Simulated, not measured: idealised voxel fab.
process module | voxel capacitor over wiring
cross-section cut | 220 nm wide | cells 5 nm
A cross-section is a grid of square cells, given in bands from the top down. A band is one or more rows of cells.
Each band's line starts with the height of the band's top and of its bottom, in nm. Then come its materials from left to right, each with its width in nm. One material with "throughout" fills the band from edge to edge. "air" is empty space.
Height 0 is the level under which the wafer as received is all one material. The lowest band goes on downwards, as in "0 down".
A width such as "30 to 40" changes by the same amount from each row of cells to the next, from the band's top row to its bottom row.
"no change" after a step means that no cell of the cross-section changed.
closed voids: empty space of 8 cells or more with no open way to the top, each as width x height at its distance from the left edge, in nm
after a step's settings: what the simulator itself notes on the step
overlay nm, on a step with a mask: how far to the right of its planned place the mask lay; to the left if negative
plan
1 op RECEIVE | material Si
2 op CONFORMAL_DEP | material SiO2 | thk nm 15
3 op CONFORMAL_DEP | material SiN | thk nm 5
4 op DIRECTIONAL_DEP | material SiO2 | thk nm 15
5 op DIRECTIONAL_DEP | material aC | thk nm 10
6 op PATTERN | tone open | mask id METAL_1 | material resist | width nm 25 | pitch nm 95 | thk nm 30 | overlay nm 0
7 op DIRECTIONAL_ETCH | etch materials aC | depth nm 10
8 op STRIP | etch materials resist
9 op DIRECTIONAL_ETCH | etch materials SiO2 | depth nm 15
10 op DIRECTIONAL_ETCH | etch materials SiN | depth nm 5
11 op STRIP | etch materials aC
12 op CONFORMAL_DEP | material TiN | thk nm 5
13 op FILL_DEP | material W | thk nm 10
14 op CMP | height nm 35
15 op CONFORMAL_DEP | material SiCN | thk nm 5
16 op DIRECTIONAL_DEP | material lowk | thk nm 15
17 op MASKED_ETCH | tone open | mask id PLUG_1 | width nm 15 | etch materials lowk | depth nm 15 | overlay nm 0
18 op MASKED_ETCH | tone open | mask id PLUG_1 | width nm 15 | etch materials SiCN | depth nm 5 | overlay nm 0
19 op EPI | material Ru | thk nm 10
20 op EPI | material Ru | thk nm 10
21 op DIRECTIONAL_DEP | material TiN | thk nm 5
22 op DIRECTIONAL_DEP | material HfO2 | thk nm 5
23 op DIRECTIONAL_DEP | material TiN | thk nm 5
24 op DIRECTIONAL_DEP | material aC | thk nm 10
25 op PATTERN | tone cover | mask id UPPER_PLATE | material resist | width nm 75 | thk nm 30 | overlay nm 0
26 op DIRECTIONAL_ETCH | etch materials aC | depth nm 10
27 op STRIP | etch materials resist
28 op DIRECTIONAL_ETCH | etch materials TiN | depth nm 5
29 op DIRECTIONAL_ETCH | etch materials HfO2 | depth nm 5
30 op STRIP | etch materials aC
31 op PATTERN | tone cover | mask id LOWER_PLATE | material resist | width nm 85 | thk nm 15 | overlay nm 0
32 op DIRECTIONAL_ETCH | etch materials TiN | depth nm 5
33 op STRIP | etch materials resist
34 op FILL_DEP | material SiO2 | thk nm 20
35 op CMP | height nm 85
36 op DIRECTIONAL_DEP | material aC | thk nm 10
37 op PATTERN | tone open | mask id PLUG_2 | material resist | width nm 15 | thk nm 30 | overlay nm -15
38 op DIRECTIONAL_ETCH | etch materials aC | depth nm 10
39 op STRIP | etch materials resist
40 op DIRECTIONAL_ETCH | etch materials SiO2 | depth nm 15
41 op STRIP | etch materials aC
42 op CONFORMAL_DEP | material TiN | thk nm 5
43 op FILL_DEP | material Cu | thk nm 10
44 op CMP | height nm 85
45 op CONFORMAL_DEP | material SiCN | thk nm 5
varied across the wafers: overlay nm of step 37. The plan shows the first wafer's value. All wafers start alike
first wafer as received, after step 1
  0 down: Si throughout
  closed voids: none
each wafer at the end: cells of each material gained (+) or lost (-) since it was received, then its closed voids
overlay nm -15 | +2 Cu | +15 HfO2 | +12 Ru | +85 SiCN | +34 SiN | +442 SiO2 | +61 TiN | +18 W | +123 lowk | closed voids: none
overlay nm -10 | +2 Cu | +15 HfO2 | +12 Ru | +85 SiCN | +34 SiN | +442 SiO2 | +61 TiN | +18 W | +123 lowk | closed voids: none
overlay nm -5 | +2 Cu | +15 HfO2 | +12 Ru | +85 SiCN | +34 SiN | +442 SiO2 | +61 TiN | +18 W | +123 lowk | closed voids: none
overlay nm 0 | +2 Cu | +15 HfO2 | +12 Ru | +85 SiCN | +34 SiN | +442 SiO2 | +61 TiN | +18 W | +123 lowk | closed voids: none
overlay nm 5 | +2 Cu | +15 HfO2 | +12 Ru | +85 SiCN | +34 SiN | +442 SiO2 | +61 TiN | +18 W | +123 lowk | closed voids: none
overlay nm 10 | +2 Cu | +15 HfO2 | +12 Ru | +85 SiCN | +34 SiN | +442 SiO2 | +61 TiN | +18 W | +123 lowk | closed voids: none
overlay nm 15 | +2 Cu | +15 HfO2 | +12 Ru | +85 SiCN | +34 SiN | +442 SiO2 | +61 TiN | +18 W | +123 lowk | closed voids: none
